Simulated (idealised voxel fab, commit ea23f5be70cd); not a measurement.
process module | voxel self aligned vias
cross-section cut | 195 nm wide | cells 5 nm
A cross-section is a grid of square cells, given in bands from the top down. A band is one or more rows of cells.
Each band's line starts with the height of the band's top and of its bottom, in nm. Then come its materials from left to right, each with its width in nm. One material with "throughout" fills the band from edge to edge. "air" is empty space.
Height 0 is the level under which the wafer as received is all one material. The lowest band goes on downwards, as in "0 down".
A width such as "30 to 40" changes by the same amount from each row of cells to the next, from the band's top row to its bottom row.
"no change" after a step means that no cell of the cross-section changed.
closed voids: empty space of 8 cells or more with no open way to the top, each as width x height at its distance from the left edge, in nm
after a step's settings: what the simulator itself notes on the step
overlay nm, on a step with a mask: how far to the right of its planned place the mask lay; to the left if negative
plan
1 op RECEIVE | material Si
2 op CONFORMAL_DEP | material SiO2 | thk nm 10
3 op CONFORMAL_DEP | material SiCN | thk nm 5
4 op DIRECTIONAL_DEP | material SiO2 | thk nm 30
5 op MASKED_ETCH | tone open | mask id LINES | width nm 20 | pitch nm 60 | etch materials SiO2 | depth nm 30 | overlay nm 0
6 op CONFORMAL_DEP | material TiN | thk nm 5
7 op FILL_DEP | material Ru | thk nm 10
8 op CMP | height nm 45
9 op SELECTIVE_ETCH | etch materials W Ru TiN | depth nm 5
10 op FILL_DEP | material SiN | thk nm 5
11 op CMP | height nm 45
12 op DIRECTIONAL_DEP | material SiO2 | thk nm 20
13 op DIRECTIONAL_DEP | material aC | thk nm 10
14 op PATTERN | tone open | mask id VIAS | material resist | width nm 40 | pitch nm 60 | thk nm 30 | overlay nm 0
15 op DIRECTIONAL_ETCH | etch materials aC | depth nm 10
16 op STRIP | etch materials resist
17 op DIRECTIONAL_ETCH | etch materials SiO2 | depth nm 20
18 op DIRECTIONAL_ETCH | etch materials SiN | depth nm 5
19 op STRIP | etch materials aC
20 op CONFORMAL_DEP | material TiN | thk nm 5
21 op FILL_DEP | material W | thk nm 10
22 op CMP | height nm 65
23 op CONFORMAL_DEP | material SiCN | thk nm 5
as received, after step 1
  0 down: Si throughout
  closed voids: none
first wafer at the end, as planned
  70 to 65: SiCN throughout
  65 to 50: SiO2 45 | TiN 5 | W 30 | TiN 5 | SiO2 20 | TiN 5 | W 30 | TiN 5 | SiO2 50
  50 to 45: SiO2 45 | TiN 15 | W 10 | TiN 15 | SiO2 20 | TiN 15 | W 10 | TiN 15 | SiO2 50
  45 to 40: SiO2 55 | TiN 20 | SiO2 40 | TiN 20 | SiO2 60
  40 to 20: SiO2 55 | TiN 5 | Ru 10 | TiN 5 | SiO2 40 | TiN 5 | Ru 10 | TiN 5 | SiO2 60
  20 to 15: SiO2 55 | TiN 20 | SiO2 40 | TiN 20 | SiO2 60
  15 to 10: SiCN throughout
  10 to 0: SiO2 throughout
  0 down: Si throughout
  closed voids: none
second wafer at the end: like start, like plan, one mistake
  70 to 65: SiCN throughout
  65 to 50: SiO2 45 | TiN 5 | W 30 | TiN 5 | SiO2 20 | TiN 5 | W 30 | TiN 5 | SiO2 50
  50 to 45: SiO2 45 | TiN 40 | SiO2 20 | TiN 40 | SiO2 50
  45 to 40: SiCN throughout
  40 to 0: SiO2 throughout
  0 down: Si throughout
  closed voids: none
what went wrong: steps 3 and 4 were swapped
at the end the second wafer has, in cells: 16 fewer of Ru | 48 more of SiO2 | 28 fewer of TiN | 4 fewer of W
